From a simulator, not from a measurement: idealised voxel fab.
process module | voxel gate over fins
cross-section cut | 280 nm wide | cells 5 nm
A cross-section is a grid of square cells, given in bands from the top down. A band is one or more rows of cells.
Each band's line starts with the height of the band's top and of its bottom, in nm. Then come its materials from left to right, each with its width in nm. One material with "throughout" fills the band from edge to edge. "air" is empty space.
Height 0 is the level under which the wafer as received is all one material. The lowest band goes on downwards, as in "0 down".
A width such as "30 to 40" changes by the same amount from each row of cells to the next, from the band's top row to its bottom row.
"no change" after a step means that no cell of the cross-section changed.
closed voids: empty space of 8 cells or more with no open way to the top, each as width x height at its distance from the left edge, in nm
after a step's settings: what the simulator itself notes on the step
overlay nm, on a step with a mask: how far to the right of its planned place the mask lay; to the left if negative
plan
1 op RECEIVE | material Si
2 op CONFORMAL_DEP | material SiN | thk nm 5
3 op PATTERN | tone cover | mask id FINS | material resist | width nm 15 | pitch nm 55 | thk nm 15 | overlay nm 0
4 op DIRECTIONAL_ETCH | etch materials SiN | depth nm 5
5 op DIRECTIONAL_ETCH | etch materials Si | depth nm 35
6 op STRIP | etch materials resist
7 op OXIDIZE | depth nm 5
8 op FILL_DEP | material SiO2 | thk nm 15
9 op CMP | height nm 5
10 op DIRECTIONAL_DEP | material aC | thk nm 10
11 op PATTERN | tone open | mask id RAIL | material resist | width nm 15 | thk nm 25 | overlay nm 0
12 op DIRECTIONAL_ETCH | etch materials aC | depth nm 10
13 op STRIP | etch materials resist
14 op DIRECTIONAL_ETCH | etch materials SiO2 | depth nm 35
15 op STRIP | etch materials aC
16 op CONFORMAL_DEP | material TiN | thk nm 5
17 op FILL_DEP | material W | thk nm 5
18 op CMP | height nm 5
19 op SELECTIVE_ETCH | etch materials W Ru TiN | depth nm 25
20 op FILL_DEP | material SiO2 | thk nm 5
21 op CMP | height nm 5
22 op SELECTIVE_ETCH | etch materials SiO2 | depth nm 15
23 op STRIP | etch materials SiN
24 op CONFORMAL_DEP | material HfO2 | thk nm 5
25 op CONFORMAL_DEP | material TiN | thk nm 5
26 op CONFORMAL_DEP | material TiAl | thk nm 5
27 op CONFORMAL_DEP | material TiN | thk nm 5
28 op FILL_DEP | material W | thk nm 15
29 op CMP | height nm 30
30 op CONFORMAL_DEP | material SiN | thk nm 5
first wafer, as planned
as received, after step 1
  0 down: Si throughout
  closed voids: none
after step 2
  5 to 0: SiN throughout
  below 0: unchanged
after step 3
  20 to 5: air 75 | resist 15 | air 40 | resist 15 | air 40 | resist 15 | air 80
  below 5: unchanged
after step 4
  20 to 5: air 75 | resist 15 | air 40 | resist 15 | air 40 | resist 15 | air 80
  5 to 0: air 75 | SiN 15 | air 40 | SiN 15 | air 40 | SiN 15 | air 80
  below 0: unchanged
after step 5
  20 to 5: air 75 | resist 15 | air 40 | resist 15 | air 40 | resist 15 | air 80
  5 to 0: air 75 | SiN 15 | air 40 | SiN 15 | air 40 | SiN 15 | air 80
  0 to -35: air 75 | Si 15 | air 40 | Si 15 | air 40 | Si 15 | air 80
  below -35: unchanged
after step 6
  5 to 0: air 75 | SiN 15 | air 40 | SiN 15 | air 40 | SiN 15 | air 80
  below 0: unchanged
after step 7
  5 to 0: air 75 | SiN 15 | air 40 | SiN 15 | air 40 | SiN 15 | air 80
  0 to -35: air 75 | SiO2 5 | Si 5 | SiO2 5 | air 40 | SiO2 5 | Si 5 | SiO2 5 | air 40 | SiO2 5 | Si 5 | SiO2 5 | air 80
  -35 to -40: SiO2 80 | Si 5 | SiO2 50 | Si 5 | SiO2 50 | Si 5 | SiO2 85
  below -40: unchanged
after step 8
  20 to 5: SiO2 throughout
  5 to 0: SiO2 75 | SiN 15 | SiO2 40 | SiN 15 | SiO2 40 | SiN 15 | SiO2 80
  0 to -40: SiO2 80 | Si 5 | SiO2 50 | Si 5 | SiO2 50 | Si 5 | SiO2 85
  below -40: unchanged
after step 9
  5 to 0: SiO2 75 | SiN 15 | SiO2 40 | SiN 15 | SiO2 40 | SiN 15 | SiO2 80
  below 0: unchanged
after step 10
  15 to 5: aC throughout
  below 5: unchanged
after step 11
  40 to 15: resist 100 | air 15 | resist 165
  below 15: unchanged
after step 12
  30 to 15: resist 100 | air 15 | resist 165
  15 to 5: aC 100 | air 15 | aC 165
  below 5: unchanged
after step 13
  15 to 5: aC 100 | air 15 | aC 165
  below 5: unchanged
after step 14
  15 to 5: aC 100 | air 15 | aC 165
  5 to 0: SiO2 75 | SiN 15 | SiO2 10 | air 15 | SiO2 15 | SiN 15 | SiO2 40 | SiN 15 | SiO2 80
  0 to -30: SiO2 80 | Si 5 | SiO2 15 | air 15 | SiO2 20 | Si 5 | SiO2 50 | Si 5 | SiO2 85
  below -30: unchanged
after step 15
  5 to 0: SiO2 75 | SiN 15 | SiO2 10 | air 15 | SiO2 15 | SiN 15 | SiO2 40 | SiN 15 | SiO2 80
  below 0: unchanged
after step 16
  10 to 5: TiN 105 | air 5 | TiN 170
  5 to 0: SiO2 75 | SiN 15 | SiO2 10 | TiN 5 | air 5 | TiN 5 | SiO2 15 | SiN 15 | SiO2 40 | SiN 15 | SiO2 80
  0 to -25: SiO2 80 | Si 5 | SiO2 15 | TiN 5 | air 5 | TiN 5 | SiO2 20 | Si 5 | SiO2 50 | Si 5 | SiO2 85
  -25 to -30: SiO2 80 | Si 5 | SiO2 15 | TiN 15 | SiO2 20 | Si 5 | SiO2 50 | Si 5 | SiO2 85
  below -30: unchanged
after step 17
  15 to 10: W throughout
  10 to 5: TiN 105 | W 5 | TiN 170
  5 to 0: SiO2 75 | SiN 15 | SiO2 10 | TiN 5 | W 5 | TiN 5 | SiO2 15 | SiN 15 | SiO2 40 | SiN 15 | SiO2 80
  0 to -25: SiO2 80 | Si 5 | SiO2 15 | TiN 5 | W 5 | TiN 5 | SiO2 20 | Si 5 | SiO2 50 | Si 5 | SiO2 85
  below -25: unchanged
after step 18
  5 to 0: SiO2 75 | SiN 15 | SiO2 10 | TiN 5 | W 5 | TiN 5 | SiO2 15 | SiN 15 | SiO2 40 | SiN 15 | SiO2 80
  below 0: unchanged
after step 19
  5 to 0: SiO2 75 | SiN 15 | SiO2 10 | air 15 | SiO2 15 | SiN 15 | SiO2 40 | SiN 15 | SiO2 80
  0 to -20: SiO2 80 | Si 5 | SiO2 15 | air 15 | SiO2 20 | Si 5 | SiO2 50 | Si 5 | SiO2 85
  below -20: unchanged
after step 20
  10 to 5: SiO2 throughout
  5 to 0: SiO2 75 | SiN 15 | SiO2 40 | SiN 15 | SiO2 40 | SiN 15 | SiO2 80
  0 to -20: SiO2 80 | Si 5 | SiO2 50 | Si 5 | SiO2 50 | Si 5 | SiO2 85
  below -20: unchanged
after step 21
  5 to 0: SiO2 75 | SiN 15 | SiO2 40 | SiN 15 | SiO2 40 | SiN 15 | SiO2 80
  below 0: unchanged
after step 22
  5 to 0: air 75 | SiN 15 | air 40 | SiN 15 | air 40 | SiN 15 | air 80
  0 to -10: air 80 | Si 5 | air 50 | Si 5 | air 50 | Si 5 | air 85
  below -10: unchanged
after step 23
  0 to -10: air 80 | Si 5 | air 50 | Si 5 | air 50 | Si 5 | air 85
  below -10: unchanged
after step 24
  5 to 0: air 75 | HfO2 15 | air 40 | HfO2 15 | air 40 | HfO2 15 | air 80
  0 to -5: air 75 | HfO2 5 | Si 5 | HfO2 5 | air 40 | HfO2 5 | Si 5 | HfO2 5 | air 40 | HfO2 5 | Si 5 | HfO2 5 | air 80
  -5 to -10: HfO2 80 | Si 5 | HfO2 50 | Si 5 | HfO2 50 | Si 5 | HfO2 85
  below -10: unchanged
after step 25
  10 to 5: air 70 | TiN 25 | air 30 | TiN 25 | air 30 | TiN 25 | air 75
  5 to 0: air 70 | TiN 5 | HfO2 15 | TiN 5 | air 30 | TiN 5 | HfO2 15 | TiN 5 | air 30 | TiN 5 | HfO2 15 | TiN 5 | air 75
  0 to -5: TiN 75 | HfO2 5 | Si 5 | HfO2 5 | TiN 40 | HfO2 5 | Si 5 | HfO2 5 | TiN 40 | HfO2 5 | Si 5 | HfO2 5 | TiN 80
  below -5: unchanged
after step 26
  15 to 10: air 65 | TiAl 35 | air 20 | TiAl 35 | air 20 | TiAl 35 | air 70
  10 to 5: air 65 | TiAl 5 | TiN 25 | TiAl 5 | air 20 | TiAl 5 | TiN 25 | TiAl 5 | air 20 | TiAl 5 | TiN 25 | TiAl 5 | air 70
  5 to 0: TiAl 70 | TiN 5 | HfO2 15 | TiN 5 | TiAl 30 | TiN 5 | HfO2 15 | TiN 5 | TiAl 30 | TiN 5 | HfO2 15 | TiN 5 | TiAl 75
  below 0: unchanged
after step 27
  20 to 15: air 60 | TiN 45 | air 10 | TiN 45 | air 10 | TiN 45 | air 65
  15 to 10: air 60 | TiN 5 | TiAl 35 | TiN 5 | air 10 | TiN 5 | TiAl 35 | TiN 5 | air 10 | TiN 5 | TiAl 35 | TiN 5 | air 65
  10 to 5: TiN 65 | TiAl 5 | TiN 25 | TiAl 5 | TiN 20 | TiAl 5 | TiN 25 | TiAl 5 | TiN 20 | TiAl 5 | TiN 25 | TiAl 5 | TiN 70
  below 5: unchanged
after step 28
  35 to 20: W throughout
  20 to 15: W 60 | TiN 45 | W 10 | TiN 45 | W 10 | TiN 45 | W 65
  15 to 10: W 60 | TiN 5 | TiAl 35 | TiN 5 | W 10 | TiN 5 | TiAl 35 | TiN 5 | W 10 | TiN 5 | TiAl 35 | TiN 5 | W 65
  below 10: unchanged
after step 29
  30 to 20: W throughout
  below 20: unchanged
after step 30
  35 to 30: SiN throughout
  below 30: unchanged
second wafer: like start, like plan, one mistake. Through step 24 it matches the first wafer
when step 25 should have ended: no change
when step 26 should have ended
  10 to 5: air 70 | TiAl 25 | air 30 | TiAl 25 | air 30 | TiAl 25 | air 75
  5 to 0: air 70 | TiAl 5 | HfO2 15 | TiAl 5 | air 30 | TiAl 5 | HfO2 15 | TiAl 5 | air 30 | TiAl 5 | HfO2 15 | TiAl 5 | air 75
  0 to -5: TiAl 75 | HfO2 5 | Si 5 | HfO2 5 | TiAl 40 | HfO2 5 | Si 5 | HfO2 5 | TiAl 40 | HfO2 5 | Si 5 | HfO2 5 | TiAl 80
  below -5: unchanged
when step 27 should have ended
  15 to 10: air 65 | TiN 35 | air 20 | TiN 35 | air 20 | TiN 35 | air 70
  10 to 5: air 65 | TiN 5 | TiAl 25 | TiN 5 | air 20 | TiN 5 | TiAl 25 | TiN 5 | air 20 | TiN 5 | TiAl 25 | TiN 5 | air 70
  5 to 0: TiN 70 | TiAl 5 | HfO2 15 | TiAl 5 | TiN 30 | TiAl 5 | HfO2 15 | TiAl 5 | TiN 30 | TiAl 5 | HfO2 15 | TiAl 5 | TiN 75
  below 0: unchanged
when step 28 should have ended
  30 to 15: W throughout
  15 to 10: W 65 | TiN 35 | W 20 | TiN 35 | W 20 | TiN 35 | W 70
  10 to 5: W 65 | TiN 5 | TiAl 25 | TiN 5 | W 20 | TiN 5 | TiAl 25 | TiN 5 | W 20 | TiN 5 | TiAl 25 | TiN 5 | W 70
  below 5: unchanged
when step 29 should have ended: no change
when step 30 should have ended
  35 to 30: SiN throughout
  below 30: unchanged
what went wrong: step 25 was left out
at the end the second wafer has, in cells: 68 fewer of TiN | 68 more of W
